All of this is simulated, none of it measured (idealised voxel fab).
This section sets out a process module, namely voxel lift off.
The figure presents cross-section cut, which has a width of 150 nm and is divided into square cells with an edge length of 5 nm.
We lay out every cross-section as a grid of square cells and spell it out in bands from the top down, where one band means one or more rows of cells.
Heads up on the band format: heights come first, top then bottom, in nm. After that it's the materials left to right, each with its width in nm. A single material flagged "edge to edge" fills the whole band edge to edge, and "empty" means there's empty space there.
Note: height 0 marks the level under which the wafer is uniformly one material as received. Lowest band unbounded below, written "0 nm and below".
With a width like "30 to 40", each row of cells in the band differs from the next by the same amount, the top row carrying the first number and the bottom row the second.
Key: "nothing different" - step with no changed cell in the cross-section.
The list in "Closed void listing" covers empty spaces of 8 cells or more that cannot reach the top through any open way, and it gives each as width x height at distance; the distance is from the left edge, and width, height and distance are in nm.
If you see something after the settings on a step's line, that's the simulator's own remark about that step.
A step's line can hold "overlay nm"; with a mask on that step, the setting says how far right of the planned place the mask lay, while a negative setting says it lay to the left.

Planned process steps
1 RECEIVE | material Si
2 CONFORMAL_DEP | material Al2O3 | thk nm 10
3 PATTERN | tone open | mask id LINES | material resist | width nm 15 | pitch nm 35 | thk nm 25 | overlay nm 0
4 DIRECTIONAL_DEP | material Ru | thk nm 10
5 STRIP | etch materials resist
6 CONFORMAL_DEP | material SiCN | thk nm 10

Cross-section of the wafer upon arrival, representing the state reached after step 1
	0 nm and below  Si edge to edge
	Closed void listing: none

Look at the cross-section after the module: the wafer started out the way shown above and the plan was the one shown above, yet one mistake was made along the way
	30 nm to 20 nm  SiCN edge to edge
	20 nm to 10 nm  Ru 50 nm, then SiCN 15 nm, then Ru 20 nm, then SiCN 15 nm, then Ru 50 nm
	10 nm to 0 nm  Al2O3 edge to edge
	0 nm and below  Si edge to edge
	Closed void listing: none
Error vs. plan: off-plan run, step 3, actual operation and settings PATTERN | tone cover | mask id LINES | material resist | width nm 15 | pitch nm 35 | thk nm 25 | overlay nm 0
